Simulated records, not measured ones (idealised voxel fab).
This is a process module. Its name is voxel wiring stack.
Shown is cross-section cut, with a width of 195 nm and square cells of size 5 nm.
If you're reading a cross-section in this doc, picture square cells in a grid; it comes to you as bands, top ones listed first down to the bottom, and a band can be one or more rows of cells.
Each band's line starts with the height of the band's top and of its bottom, in nm. Then come its materials from left to right, each with its width in nm. One material with "throughout" fills the band from edge to edge. "empty" is empty space.
Height 0 is the level under which the wafer as received is all one material. The lowest band goes on downwards, as in "0..down".
When a width is written as two numbers, as in "30 to 40", the first number is the width in the top row of cells of the band and the second is the width in its bottom row, and the width changes by the same amount from each row to the next.
Take "no modifications" at face value: in the step it is given for, the cross-section changed in none of its cells.
The list in "Enclosed void list" covers empty spaces of 8 cells or more that cannot reach the top through any open way, and it gives each as width x height at distance; the distance is from the left edge, and width, height and distance are in nm.
Post-settings text on a step line: simulator's own remark regarding the step.
Each step line may optionally specify "overlay nm", which for a step with a mask gives the rightward distance between the mask's planned place and where it lay, a negative value indicating the leftward direction.
The remainder of this document consists of a sequence of paired cross-sections. Each pair presents the cross-section prior to one process step together with the cross-section following it, the latter being rendered only as deep as the lowest band that underwent change. The intervening step, together with its settings, is stated beneath each pair. Because the pairs may originate from different runs of this module on the same starting wafer, a given pair is to be read as continuing from the preceding pair only where its entry headed "Snapshot before" so indicates.

-- Snapshot before
- 0..down | Si throughout
- Enclosed void list: none

-- State After Step
- 15..0 | SiO2 throughout
- At heights below 0, the structure remains unaltered.
- Enclosed void list: none
Looking at the two cross-sections above, the step in the middle is CONFORMAL_DEP (material SiO2; thk nm 15)

Snapshot before: unchanged from the after cross-section in the pair immediately above; refer to that figure.

-- State After Step
- 20..15 | SiN throughout
- At heights below 15, the structure remains unaltered.
- Enclosed void list: none
Looking at the two cross-sections above, the step in the middle is CONFORMAL_DEP (material SiN; thk nm 5)

Snapshot before: unchanged from the after cross-section in the pair immediately above; refer to that figure.

-- State After Step
- 45..20 | lowk throughout
- At heights below 20, the structure remains unaltered.
- Enclosed void list: none
Looking at the two cross-sections above, the step in the middle is DIRECTIONAL_DEP (material lowk; thk nm 25)

Snapshot before: unchanged from the after cross-section in the pair immediately above; refer to that figure.

-- State After Step
- 65..45 | 15 resist; 25 empty; 20 resist; 25 empty; 20 resist; 25 empty; 20 resist; 25 empty; 20 resist
- At heights below 45, the structure remains unaltered.
- Enclosed void list: none
Looking at the two cross-sections above, the step in the middle is PATTERN (tone open; mask id METAL_1; material resist; width nm 25; pitch nm 45; thk nm 20; overlay nm 0)

Snapshot before: unchanged from the after cross-section in the pair immediately above; refer to that figure.

-- State After Step
- 65..45 | 15 resist; 25 empty; 20 resist; 25 empty; 20 resist; 25 empty; 20 resist; 25 empty; 20 resist
- 45..20 | 15 lowk; 25 empty; 20 lowk; 25 empty; 20 lowk; 25 empty; 20 lowk; 25 empty; 20 lowk
- At heights below 20, the structure remains unaltered.
- Enclosed void list: none
Looking at the two cross-sections above, the step in the middle is DIRECTIONAL_ETCH (etch materials lowk; depth nm 25)

Snapshot before: unchanged from the after cross-section in the pair immediately above; refer to that figure.

-- State After Step
- 65..45 | 15 resist; 25 empty; 20 resist; 25 empty; 20 resist; 25 empty; 20 resist; 25 empty; 20 resist
- 45..20 | 15 lowk; 25 empty; 20 lowk; 25 empty; 20 lowk; 25 empty; 20 lowk; 25 empty; 20 lowk
- 20..15 | 15 SiN; 25 empty; 20 SiN; 25 empty; 20 SiN; 25 empty; 20 SiN; 25 empty; 20 SiN
- At heights below 15, the structure remains unaltered.
- Enclosed void list: none
Looking at the two cross-sections above, the step in the middle is DIRECTIONAL_ETCH (etch materials SiN; depth nm 5)

Snapshot before: unchanged from the after cross-section in the pair immediately above; refer to that figure.

-- State After Step
- 45..20 | 15 lowk; 25 empty; 20 lowk; 25 empty; 20 lowk; 25 empty; 20 lowk; 25 empty; 20 lowk
- At heights below 20, the structure remains unaltered.
- Enclosed void list: none
Looking at the two cross-sections above, the step in the middle is STRIP (etch materials resist)

Snapshot before: unchanged from the after cross-section in the pair immediately above; refer to that figure.

-- State After Step
- 50..45 | 20 TiN; 15 empty; 30 TiN; 15 empty; 30 TiN; 15 empty; 30 TiN; 15 empty; 25 TiN
- 45..20 | 15 lowk; 5 TiN; 15 empty; 5 TiN; 20 lowk; 5 TiN; 15 empty; 5 TiN; 20 lowk; 5 TiN; 15 empty; 5 TiN; 20 lowk; 5 TiN; 15 empty; 5 TiN; 20 lowk
- 20..15 | 15 SiN; 25 TiN; 20 SiN; 25 TiN; 20 SiN; 25 TiN; 20 SiN; 25 TiN; 20 SiN
- At heights below 15, the structure remains unaltered.
- Enclosed void list: none
Looking at the two cross-sections above, the step in the middle is CONFORMAL_DEP (material TiN; thk nm 5)

Snapshot before: unchanged from the after cross-section in the pair immediately above; refer to that figure.

-- State After Step
- 55..50 | Cu throughout
- 50..45 | 20 TiN; 15 Cu; 30 TiN; 15 Cu; 30 TiN; 15 Cu; 30 TiN; 15 Cu; 25 TiN
- 45..20 | 15 lowk; 5 TiN; 15 Cu; 5 TiN; 20 lowk; 5 TiN; 15 Cu; 5 TiN; 20 lowk; 5 TiN; 15 Cu; 5 TiN; 20 lowk; 5 TiN; 15 Cu; 5 TiN; 20 lowk
- At heights below 20, the structure remains unaltered.
- Enclosed void list: none
Looking at the two cross-sections above, the step in the middle is FILL_DEP (material Cu; thk nm 5)

Snapshot before: unchanged from the after cross-section in the pair immediately above; refer to that figure.

-- State After Step
- 45..20 | 15 lowk; 5 TiN; 15 Cu; 5 TiN; 20 lowk; 5 TiN; 15 Cu; 5 TiN; 20 lowk; 5 TiN; 15 Cu; 5 TiN; 20 lowk; 5 TiN; 15 Cu; 5 TiN; 20 lowk
- At heights below 20, the structure remains unaltered.
- Enclosed void list: none
Looking at the two cross-sections above, the step in the middle is CMP (height nm 45)

Snapshot before: unchanged from the after cross-section in the pair immediately above; refer to that figure.

-- State After Step
- 50..45 | SiCN throughout
- At heights below 45, the structure remains unaltered.
- Enclosed void list: none
Looking at the two cross-sections above, the step in the middle is CONFORMAL_DEP (material SiCN; thk nm 5)

Snapshot before: unchanged from the after cross-section in the pair immediately above; refer to that figure.

-- State After Step
- 60..50 | SiO2 throughout
- At heights below 50, the structure remains unaltered.
- Enclosed void list: none
Looking at the two cross-sections above, the step in the middle is DIRECTIONAL_DEP (material SiO2; thk nm 10)

Snapshot before: unchanged from the after cross-section in the pair immediately above; refer to that figure.

-- State After Step
- 60..50 | 15 SiO2; 15 empty; 75 SiO2; 15 empty; 75 SiO2
- At heights below 50, the structure remains unaltered.
- Enclosed void list: none
Looking at the two cross-sections above, the step in the middle is MASKED_ETCH (tone open; mask id PLUG_1; width nm 15; pitch nm 90; etch materials SiO2; depth nm 10; overlay nm 0)

Snapshot before: unchanged from the after cross-section in the pair immediately above; refer to that figure.

-- State After Step
- 60..50 | 15 SiO2; 15 empty; 75 SiO2; 15 empty; 75 SiO2
- 50..45 | 15 SiCN; 15 empty; 75 SiCN; 15 empty; 75 SiCN
- At heights below 45, the structure remains unaltered.
- Enclosed void list: none
Looking at the two cross-sections above, the step in the middle is MASKED_ETCH (tone open; mask id PLUG_1; width nm 15; pitch nm 90; etch materials SiCN; depth nm 5; overlay nm 0)

Snapshot before: unchanged from the after cross-section in the pair immediately above; refer to that figure.

-- State After Step
- 60..55 | 15 SiO2; 15 empty; 75 SiO2; 15 empty; 75 SiO2
- 55..50 | 15 SiO2; 15 Ru; 75 SiO2; 15 Ru; 75 SiO2
- 50..45 | 15 SiCN; 15 Ru; 75 SiCN; 15 Ru; 75 SiCN
- At heights below 45, the structure remains unaltered.
- Enclosed void list: none
Looking at the two cross-sections above, the step in the middle is EPI (material Ru; thk nm 10)

Snapshot before: unchanged from the after cross-section in the pair immediately above; refer to that figure.

-- State After Step
- 60..50 | 15 SiO2; 15 Ru; 75 SiO2; 15 Ru; 75 SiO2
- At heights below 50, the structure remains unaltered.
- Enclosed void list: none
Looking at the two cross-sections above, the step in the middle is EPI (material Ru; thk nm 5)

Snapshot before: unchanged from the after cross-section in the pair immediately above; refer to that figure.

-- State After Step
- 65..60 | SiN throughout
- At heights below 60, the structure remains unaltered.
- Enclosed void list: none
Looking at the two cross-sections above, the step in the middle is CONFORMAL_DEP (material SiN; thk nm 5)

Snapshot before: unchanged from the after cross-section in the pair immediately above; refer to that figure.

-- State After Step
- 80..65 | lowk throughout
- At heights below 65, the structure remains unaltered.
- Enclosed void list: none
Looking at the two cross-sections above, the step in the middle is DIRECTIONAL_DEP (material lowk; thk nm 15)

Snapshot before: unchanged from the after cross-section in the pair immediately above; refer to that figure.

-- State After Step
- 95..80 | 15 resist; 25 empty; 20 resist; 25 empty; 20 resist; 25 empty; 20 resist; 25 empty; 20 resist
- At heights below 80, the structure remains unaltered.
- Enclosed void list: none
Looking at the two cross-sections above, the step in the middle is PATTERN (tone open; mask id METAL_2; material resist; width nm 25; pitch nm 45; thk nm 15; overlay nm 0)

Snapshot before: unchanged from the after cross-section in the pair immediately above; refer to that figure.

-- State After Step
- 95..80 | 15 resist; 25 empty; 20 resist; 25 empty; 20 resist; 25 empty; 20 resist; 25 empty; 20 resist
- 80..65 | 15 lowk; 25 empty; 20 lowk; 25 empty; 20 lowk; 25 empty; 20 lowk; 25 empty; 20 lowk
- At heights below 65, the structure remains unaltered.
- Enclosed void list: none
Looking at the two cross-sections above, the step in the middle is DIRECTIONAL_ETCH (etch materials lowk; depth nm 15)

Snapshot before: unchanged from the after cross-section in the pair immediately above; refer to that figure.

-- State After Step
- 95..80 | 15 resist; 25 empty; 20 resist; 25 empty; 20 resist; 25 empty; 20 resist; 25 empty; 20 resist
- 80..65 | 15 lowk; 25 empty; 20 lowk; 25 empty; 20 lowk; 25 empty; 20 lowk; 25 empty; 20 lowk
- 65..60 | 15 SiN; 25 empty; 20 SiN; 25 empty; 20 SiN; 25 empty; 20 SiN; 25 empty; 20 SiN
- At heights below 60, the structure remains unaltered.
- Enclosed void list: none
Looking at the two cross-sections above, the step in the middle is DIRECTIONAL_ETCH (etch materials SiN; depth nm 5)

Snapshot before: unchanged from the after cross-section in the pair immediately above; refer to that figure.

-- State After Step
- 80..65 | 15 lowk; 25 empty; 20 lowk; 25 empty; 20 lowk; 25 empty; 20 lowk; 25 empty; 20 lowk
- At heights below 65, the structure remains unaltered.
- Enclosed void list: none
Looking at the two cross-sections above, the step in the middle is STRIP (etch materials resist)

Snapshot before: unchanged from the after cross-section in the pair immediately above; refer to that figure.

-- State After Step
- 85..80 | 20 TiN; 15 empty; 30 TiN; 15 empty; 30 TiN; 15 empty; 30 TiN; 15 empty; 25 TiN
- 80..65 | 15 lowk; 5 TiN; 15 empty; 5 TiN; 20 lowk; 5 TiN; 15 empty; 5 TiN; 20 lowk; 5 TiN; 15 empty; 5 TiN; 20 lowk; 5 TiN; 15 empty; 5 TiN; 20 lowk
- 65..60 | 15 SiN; 25 TiN; 20 SiN; 25 TiN; 20 SiN; 25 TiN; 20 SiN; 25 TiN; 20 SiN
- At heights below 60, the structure remains unaltered.
- Enclosed void list: none
Looking at the two cross-sections above, the step in the middle is CONFORMAL_DEP (material TiN; thk nm 5)

Snapshot before: unchanged from the after cross-section in the pair immediately above; refer to that figure.

-- State After Step
- 90..85 | Cu throughout
- 85..80 | 20 TiN; 15 Cu; 30 TiN; 15 Cu; 30 TiN; 15 Cu; 30 TiN; 15 Cu; 25 TiN
- 80..65 | 15 lowk; 5 TiN; 15 Cu; 5 TiN; 20 lowk; 5 TiN; 15 Cu; 5 TiN; 20 lowk; 5 TiN; 15 Cu; 5 TiN; 20 lowk; 5 TiN; 15 Cu; 5 TiN; 20 lowk
- At heights below 65, the structure remains unaltered.
- Enclosed void list: none
Looking at the two cross-sections above, the step in the middle is FILL_DEP (material Cu; thk nm 5)

Snapshot before: unchanged from the after cross-section in the pair immediately above; refer to that figure.

-- State After Step
- 80..65 | 15 lowk; 5 TiN; 15 Cu; 5 TiN; 20 lowk; 5 TiN; 15 Cu; 5 TiN; 20 lowk; 5 TiN; 15 Cu; 5 TiN; 20 lowk; 5 TiN; 15 Cu; 5 TiN; 20 lowk
- At heights below 65, the structure remains unaltered.
- Enclosed void list: none
Looking at the two cross-sections above, the step in the middle is CMP (height nm 80)

Snapshot before: unchanged from the after cross-section in the pair immediately above; refer to that figure.

-- State After Step
- 85..80 | SiCN throughout
- At heights below 80, the structure remains unaltered.
- Enclosed void list: none
Looking at the two cross-sections above, the step in the middle is CONFORMAL_DEP (material SiCN; thk nm 5)

-- Snapshot before
- 15..0 | SiO2 throughout
- 0..down | Si throughout
- Enclosed void list: none

-- State After Step
- 40..15 | lowk throughout
- At heights below 15, the structure remains unaltered.
- Enclosed void list: none
Looking at the two cross-sections above, the step in the middle is DIRECTIONAL_DEP (material lowk; thk nm 25)

Snapshot before: unchanged from the after cross-section in the pair immediately above; refer to that figure.

-- State After Step
- 60..40 | 15 resist; 25 empty; 20 resist; 25 empty; 20 resist; 25 empty; 20 resist; 25 empty; 20 resist
- At heights below 40, the structure remains unaltered.
- Enclosed void list: none
Looking at the two cross-sections above, the step in the middle is PATTERN (tone open; mask id METAL_1; material resist; width nm 25; pitch nm 45; thk nm 20; overlay nm 0)

Snapshot before: unchanged from the after cross-section in the pair immediately above; refer to that figure.

-- State After Step
- 60..40 | 15 resist; 25 empty; 20 resist; 25 empty; 20 resist; 25 empty; 20 resist; 25 empty; 20 resist
- 40..15 | 15 lowk; 25 empty; 20 lowk; 25 empty; 20 lowk; 25 empty; 20 lowk; 25 empty; 20 lowk
- At heights below 15, the structure remains unaltered.
- Enclosed void list: none
Looking at the two cross-sections above, the step in the middle is DIRECTIONAL_ETCH (etch materials lowk; depth nm 25)

Snapshot before: unchanged from the after cross-section in the pair immediately above; refer to that figure.

-- State After Step
- 40..15 | 15 lowk; 25 empty; 20 lowk; 25 empty; 20 lowk; 25 empty; 20 lowk; 25 empty; 20 lowk
- At heights below 15, the structure remains unaltered.
- Enclosed void list: none
Looking at the two cross-sections above, the step in the middle is STRIP (etch materials resist)

Snapshot before: unchanged from the after cross-section in the pair immediately above; refer to that figure.

-- State After Step
- 45..40 | 20 TiN; 15 empty; 30 TiN; 15 empty; 30 TiN; 15 empty; 30 TiN; 15 empty; 25 TiN
- 40..20 | 15 lowk; 5 TiN; 15 empty; 5 TiN; 20 lowk; 5 TiN; 15 empty; 5 TiN; 20 lowk; 5 TiN; 15 empty; 5 TiN; 20 lowk; 5 TiN; 15 empty; 5 TiN; 20 lowk
- 20..15 | 15 lowk; 25 TiN; 20 lowk; 25 TiN; 20 lowk; 25 TiN; 20 lowk; 25 TiN; 20 lowk
- At heights below 15, the structure remains unaltered.
- Enclosed void list: none
Looking at the two cross-sections above, the step in the middle is CONFORMAL_DEP (material TiN; thk nm 5)

Snapshot before: unchanged from the after cross-section in the pair immediately above; refer to that figure.

-- State After Step
- 50..45 | Cu throughout
- 45..40 | 20 TiN; 15 Cu; 30 TiN; 15 Cu; 30 TiN; 15 Cu; 30 TiN; 15 Cu; 25 TiN
- 40..20 | 15 lowk; 5 TiN; 15 Cu; 5 TiN; 20 lowk; 5 TiN; 15 Cu; 5 TiN; 20 lowk; 5 TiN; 15 Cu; 5 TiN; 20 lowk; 5 TiN; 15 Cu; 5 TiN; 20 lowk
- At heights below 20, the structure remains unaltered.
- Enclosed void list: none
Looking at the two cross-sections above, the step in the middle is FILL_DEP (material Cu; thk nm 5)

Snapshot before: unchanged from the after cross-section in the pair immediately above; refer to that figure.

-- State After Step
- 45..40 | 20 TiN; 15 Cu; 30 TiN; 15 Cu; 30 TiN; 15 Cu; 30 TiN; 15 Cu; 25 TiN
- At heights below 40, the structure remains unaltered.
- Enclosed void list: none
Looking at the two cross-sections above, the step in the middle is CMP (height nm 45)

Snapshot before: unchanged from the after cross-section in the pair immediately above; refer to that figure.

-- State After Step
- 50..45 | SiCN throughout
- At heights below 45, the structure remains unaltered.
- Enclosed void list: none
Looking at the two cross-sections above, the step in the middle is CONFORMAL_DEP (material SiCN; thk nm 5)

Snapshot before: unchanged from the after cross-section in the pair immediately above; refer to that figure.

-- State After Step
- 60..50 | SiO2 throughout
- At heights below 50, the structure remains unaltered.
- Enclosed void list: none
Looking at the two cross-sections above, the step in the middle is DIRECTIONAL_DEP (material SiO2; thk nm 10)

Snapshot before: unchanged from the after cross-section in the pair immediately above; refer to that figure.

-- State After Step
- 60..50 | 15 SiO2; 15 empty; 75 SiO2; 15 empty; 75 SiO2
- At heights below 50, the structure remains unaltered.
- Enclosed void list: none
Looking at the two cross-sections above, the step in the middle is MASKED_ETCH (tone open; mask id PLUG_1; width nm 15; pitch nm 90; etch materials SiO2; depth nm 10; overlay nm 0)

Snapshot before: unchanged from the after cross-section in the pair immediately above; refer to that figure.

-- State After Step
- 60..50 | 15 SiO2; 15 empty; 75 SiO2; 15 empty; 75 SiO2
- 50..45 | 15 SiCN; 15 empty; 75 SiCN; 15 empty; 75 SiCN
- At heights below 45, the structure remains unaltered.
- Enclosed void list: none
Looking at the two cross-sections above, the step in the middle is MASKED_ETCH (tone open; mask id PLUG_1; width nm 15; pitch nm 90; etch materials SiCN; depth nm 5; overlay nm 0)

Snapshot before: unchanged from the after cross-section in the pair immediately above; refer to that figure.

-- State After Step
- 60..55 | 15 SiO2; 15 empty; 75 SiO2; 15 empty; 75 SiO2
- 55..50 | 15 SiO2; 15 Ru; 75 SiO2; 15 Ru; 75 SiO2
- 50..45 | 15 SiCN; 15 Ru; 75 SiCN; 15 Ru; 75 SiCN
- At heights below 45, the structure remains unaltered.
- Enclosed void list: none
Looking at the two cross-sections above, the step in the middle is EPI (material Ru; thk nm 10)

Snapshot before: unchanged from the after cross-section in the pair immediately above; refer to that figure.

-- State After Step
- 60..50 | 15 SiO2; 15 Ru; 75 SiO2; 15 Ru; 75 SiO2
- At heights below 50, the structure remains unaltered.
- Enclosed void list: none
Looking at the two cross-sections above, the step in the middle is EPI (material Ru; thk nm 5)

Snapshot before: unchanged from the after cross-section in the pair immediately above; refer to that figure.

-- State After Step
- 65..60 | SiN throughout
- At heights below 60, the structure remains unaltered.
- Enclosed void list: none
Looking at the two cross-sections above, the step in the middle is CONFORMAL_DEP (material SiN; thk nm 5)

Snapshot before: unchanged from the after cross-section in the pair immediately above; refer to that figure.

-- State After Step
- 80..65 | lowk throughout
- At heights below 65, the structure remains unaltered.
- Enclosed void list: none
Looking at the two cross-sections above, the step in the middle is DIRECTIONAL_DEP (material lowk; thk nm 15)

Snapshot before: unchanged from the after cross-section in the pair immediately above; refer to that figure.

-- State After Step
- 95..80 | 15 resist; 25 empty; 20 resist; 25 empty; 20 resist; 25 empty; 20 resist; 25 empty; 20 resist
- At heights below 80, the structure remains unaltered.
- Enclosed void list: none
Looking at the two cross-sections above, the step in the middle is PATTERN (tone open; mask id METAL_2; material resist; width nm 25; pitch nm 45; thk nm 15; overlay nm 0)

Snapshot before: unchanged from the after cross-section in the pair immediately above; refer to that figure.

-- State After Step
- 95..80 | 15 resist; 25 empty; 20 resist; 25 empty; 20 resist; 25 empty; 20 resist; 25 empty; 20 resist
- 80..65 | 15 lowk; 25 empty; 20 lowk; 25 empty; 20 lowk; 25 empty; 20 lowk; 25 empty; 20 lowk
- At heights below 65, the structure remains unaltered.
- Enclosed void list: none
Looking at the two cross-sections above, the step in the middle is DIRECTIONAL_ETCH (etch materials lowk; depth nm 15)

Snapshot before: unchanged from the after cross-section in the pair immediately above; refer to that figure.

-- State After Step
- 95..80 | 15 resist; 25 empty; 20 resist; 25 empty; 20 resist; 25 empty; 20 resist; 25 empty; 20 resist
- 80..65 | 15 lowk; 25 empty; 20 lowk; 25 empty; 20 lowk; 25 empty; 20 lowk; 25 empty; 20 lowk
- 65..60 | 15 SiN; 25 empty; 20 SiN; 25 empty; 20 SiN; 25 empty; 20 SiN; 25 empty; 20 SiN
- At heights below 60, the structure remains unaltered.
- Enclosed void list: none
Looking at the two cross-sections above, the step in the middle is DIRECTIONAL_ETCH (etch materials SiN; depth nm 5)

Snapshot before: unchanged from the after cross-section in the pair immediately above; refer to that figure.

-- State After Step
- 80..65 | 15 lowk; 25 empty; 20 lowk; 25 empty; 20 lowk; 25 empty; 20 lowk; 25 empty; 20 lowk
- At heights below 65, the structure remains unaltered.
- Enclosed void list: none
Looking at the two cross-sections above, the step in the middle is STRIP (etch materials resist)

Snapshot before: unchanged from the after cross-section in the pair immediately above; refer to that figure.

-- State After Step
- 85..80 | 20 TiN; 15 empty; 30 TiN; 15 empty; 30 TiN; 15 empty; 30 TiN; 15 empty; 25 TiN
- 80..65 | 15 lowk; 5 TiN; 15 empty; 5 TiN; 20 lowk; 5 TiN; 15 empty; 5 TiN; 20 lowk; 5 TiN; 15 empty; 5 TiN; 20 lowk; 5 TiN; 15 empty; 5 TiN; 20 lowk
- 65..60 | 15 SiN; 25 TiN; 20 SiN; 25 TiN; 20 SiN; 25 TiN; 20 SiN; 25 TiN; 20 SiN
- At heights below 60, the structure remains unaltered.
- Enclosed void list: none
Looking at the two cross-sections above, the step in the middle is CONFORMAL_DEP (material TiN; thk nm 5)

Snapshot before: unchanged from the after cross-section in the pair immediately above; refer to that figure.

-- State After Step
- 90..85 | Cu throughout
- 85..80 | 20 TiN; 15 Cu; 30 TiN; 15 Cu; 30 TiN; 15 Cu; 30 TiN; 15 Cu; 25 TiN
- 80..65 | 15 lowk; 5 TiN; 15 Cu; 5 TiN; 20 lowk; 5 TiN; 15 Cu; 5 TiN; 20 lowk; 5 TiN; 15 Cu; 5 TiN; 20 lowk; 5 TiN; 15 Cu; 5 TiN; 20 lowk
- At heights below 65, the structure remains unaltered.
- Enclosed void list: none
Looking at the two cross-sections above, the step in the middle is FILL_DEP (material Cu; thk nm 5)

Snapshot before: unchanged from the after cross-section in the pair immediately above; refer to that figure.

-- State After Step
- 80..65 | 15 lowk; 5 TiN; 15 Cu; 5 TiN; 20 lowk; 5 TiN; 15 Cu; 5 TiN; 20 lowk; 5 TiN; 15 Cu; 5 TiN; 20 lowk; 5 TiN; 15 Cu; 5 TiN; 20 lowk
- At heights below 65, the structure remains unaltered.
- Enclosed void list: none
Looking at the two cross-sections above, the step in the middle is CMP (height nm 80)

Snapshot before: unchanged from the after cross-section in the pair immediately above; refer to that figure.

-- State After Step
- 85..80 | SiCN throughout
- At heights below 80, the structure remains unaltered.
- Enclosed void list: none
Looking at the two cross-sections above, the step in the middle is CONFORMAL_DEP (material SiCN; thk nm 5)

-- Snapshot before
- 15..0 | SiO2 throughout
- 0..down | Si throughout
- Enclosed void list: none

-- State After Step
- 30..0 | SiO2 throughout
- At heights below 0, the structure remains unaltered.
- Enclosed void list: none
Looking at the two cross-sections above, the step in the middle is CONFORMAL_DEP (material SiO2; thk nm 15)

Snapshot before: unchanged from the after cross-section in the pair immediately above; refer to that figure.

-- State After Step
- 35..30 | SiN throughout
- At heights below 30, the structure remains unaltered.
- Enclosed void list: none
Looking at the two cross-sections above, the step in the middle is CONFORMAL_DEP (material SiN; thk nm 5)

Snapshot before: unchanged from the after cross-section in the pair immediately above; refer to that figure.

-- State After Step
- 60..35 | lowk throughout
- At heights below 35, the structure remains unaltered.
- Enclosed void list: none
Looking at the two cross-sections above, the step in the middle is DIRECTIONAL_DEP (material lowk; thk nm 25)

Snapshot before: unchanged from the after cross-section in the pair immediately above; refer to that figure.

-- State After Step
- 80..60 | 15 resist; 25 empty; 20 resist; 25 empty; 20 resist; 25 empty; 20 resist; 25 empty; 20 resist
- At heights below 60, the structure remains unaltered.
- Enclosed void list: none
Looking at the two cross-sections above, the step in the middle is PATTERN (tone open; mask id METAL_1; material resist; width nm 25; pitch nm 45; thk nm 20; overlay nm 0)

Snapshot before: unchanged from the after cross-section in the pair immediately above; refer to that figure.

-- State After Step
- 80..60 | 15 resist; 25 empty; 20 resist; 25 empty; 20 resist; 25 empty; 20 resist; 25 empty; 20 resist
- 60..35 | 15 lowk; 25 empty; 20 lowk; 25 empty; 20 lowk; 25 empty; 20 lowk; 25 empty; 20 lowk
- At heights below 35, the structure remains unaltered.
- Enclosed void list: none
Looking at the two cross-sections above, the step in the middle is DIRECTIONAL_ETCH (etch materials lowk; depth nm 25)

Snapshot before: unchanged from the after cross-section in the pair immediately above; refer to that figure.

-- State After Step
- 80..60 | 15 resist; 25 empty; 20 resist; 25 empty; 20 resist; 25 empty; 20 resist; 25 empty; 20 resist
- 60..35 | 15 lowk; 25 empty; 20 lowk; 25 empty; 20 lowk; 25 empty; 20 lowk; 25 empty; 20 lowk
- 35..30 | 15 SiN; 25 empty; 20 SiN; 25 empty; 20 SiN; 25 empty; 20 SiN; 25 empty; 20 SiN
- At heights below 30, the structure remains unaltered.
- Enclosed void list: none
Looking at the two cross-sections above, the step in the middle is DIRECTIONAL_ETCH (etch materials SiN; depth nm 5)

Snapshot before: unchanged from the after cross-section in the pair immediately above; refer to that figure.

-- State After Step
- 60..35 | 15 lowk; 25 empty; 20 lowk; 25 empty; 20 lowk; 25 empty; 20 lowk; 25 empty; 20 lowk
- At heights below 35, the structure remains unaltered.
- Enclosed void list: none
Looking at the two cross-sections above, the step in the middle is STRIP (etch materials resist)

Snapshot before: unchanged from the after cross-section in the pair immediately above; refer to that figure.

-- State After Step
- 65..60 | 20 TiN; 15 empty; 30 TiN; 15 empty; 30 TiN; 15 empty; 30 TiN; 15 empty; 25 TiN
- 60..35 | 15 lowk; 5 TiN; 15 empty; 5 TiN; 20 lowk; 5 TiN; 15 empty; 5 TiN; 20 lowk; 5 TiN; 15 empty; 5 TiN; 20 lowk; 5 TiN; 15 empty; 5 TiN; 20 lowk
- 35..30 | 15 SiN; 25 TiN; 20 SiN; 25 TiN; 20 SiN; 25 TiN; 20 SiN; 25 TiN; 20 SiN
- At heights below 30, the structure remains unaltered.
- Enclosed void list: none
Looking at the two cross-sections above, the step in the middle is CONFORMAL_DEP (material TiN; thk nm 5)

Snapshot before: unchanged from the after cross-section in the pair immediately above; refer to that figure.

-- State After Step
- 70..65 | Cu throughout
- 65..60 | 20 TiN; 15 Cu; 30 TiN; 15 Cu; 30 TiN; 15 Cu; 30 TiN; 15 Cu; 25 TiN
- 60..35 | 15 lowk; 5 TiN; 15 Cu; 5 TiN; 20 lowk; 5 TiN; 15 Cu; 5 TiN; 20 lowk; 5 TiN; 15 Cu; 5 TiN; 20 lowk; 5 TiN; 15 Cu; 5 TiN; 20 lowk
- At heights below 35, the structure remains unaltered.
- Enclosed void list: none
Looking at the two cross-sections above, the step in the middle is FILL_DEP (material Cu; thk nm 5)

Snapshot before: unchanged from the after cross-section in the pair immediately above; refer to that figure.

-- State After Step
- 45..35 | 15 lowk; 5 TiN; 15 Cu; 5 TiN; 20 lowk; 5 TiN; 15 Cu; 5 TiN; 20 lowk; 5 TiN; 15 Cu; 5 TiN; 20 lowk; 5 TiN; 15 Cu; 5 TiN; 20 lowk
- At heights below 35, the structure remains unaltered.
- Enclosed void list: none
Looking at the two cross-sections above, the step in the middle is CMP (height nm 45)

Snapshot before: unchanged from the after cross-section in the pair immediately above; refer to that figure.

-- State After Step
- 50..45 | SiCN throughout
- At heights below 45, the structure remains unaltered.
- Enclosed void list: none
Looking at the two cross-sections above, the step in the middle is CONFORMAL_DEP (material SiCN; thk nm 5)

Snapshot before: unchanged from the after cross-section in the pair immediately above; refer to that figure.

-- State After Step
- 60..50 | SiO2 throughout
- At heights below 50, the structure remains unaltered.
- Enclosed void list: none
Looking at the two cross-sections above, the step in the middle is DIRECTIONAL_DEP (material SiO2; thk nm 10)

Snapshot before: unchanged from the after cross-section in the pair immediately above; refer to that figure.

-- State After Step
- 60..50 | 15 SiO2; 15 empty; 75 SiO2; 15 empty; 75 SiO2
- At heights below 50, the structure remains unaltered.
- Enclosed void list: none
Looking at the two cross-sections above, the step in the middle is MASKED_ETCH (tone open; mask id PLUG_1; width nm 15; pitch nm 90; etch materials SiO2; depth nm 10; overlay nm 0)

Snapshot before: unchanged from the after cross-section in the pair immediately above; refer to that figure.

-- State After Step
- 60..50 | 15 SiO2; 15 empty; 75 SiO2; 15 empty; 75 SiO2
- 50..45 | 15 SiCN; 15 empty; 75 SiCN; 15 empty; 75 SiCN
- At heights below 45, the structure remains unaltered.
- Enclosed void list: none
Looking at the two cross-sections above, the step in the middle is MASKED_ETCH (tone open; mask id PLUG_1; width nm 15; pitch nm 90; etch materials SiCN; depth nm 5; overlay nm 0)

Snapshot before: unchanged from the after cross-section in the pair immediately above; refer to that figure.

-- State After Step
- 60..55 | 15 SiO2; 15 empty; 75 SiO2; 15 empty; 75 SiO2
- 55..50 | 15 SiO2; 15 Ru; 75 SiO2; 15 Ru; 75 SiO2
- 50..45 | 15 SiCN; 15 Ru; 75 SiCN; 15 Ru; 75 SiCN
- At heights below 45, the structure remains unaltered.
- Enclosed void list: none
Looking at the two cross-sections above, the step in the middle is EPI (material Ru; thk nm 10)

Snapshot before: unchanged from the after cross-section in the pair immediately above; refer to that figure.

-- State After Step
- 60..50 | 15 SiO2; 15 Ru; 75 SiO2; 15 Ru; 75 SiO2
- At heights below 50, the structure remains unaltered.
- Enclosed void list: none
Looking at the two cross-sections above, the step in the middle is EPI (material Ru; thk nm 5)

Snapshot before: unchanged from the after cross-section in the pair immediately above; refer to that figure.

-- State After Step
- 65..60 | SiN throughout
- At heights below 60, the structure remains unaltered.
- Enclosed void list: none
Looking at the two cross-sections above, the step in the middle is CONFORMAL_DEP (material SiN; thk nm 5)

Snapshot before: unchanged from the after cross-section in the pair immediately above; refer to that figure.

-- State After Step
- 80..65 | lowk throughout
- At heights below 65, the structure remains unaltered.
- Enclosed void list: none
Looking at the two cross-sections above, the step in the middle is DIRECTIONAL_DEP (material lowk; thk nm 15)

Snapshot before: unchanged from the after cross-section in the pair immediately above; refer to that figure.

-- State After Step
- 95..80 | 15 resist; 25 empty; 20 resist; 25 empty; 20 resist; 25 empty; 20 resist; 25 empty; 20 resist
- At heights below 80, the structure remains unaltered.
- Enclosed void list: none
Looking at the two cross-sections above, the step in the middle is PATTERN (tone open; mask id METAL_2; material resist; width nm 25; pitch nm 45; thk nm 15; overlay nm 0)
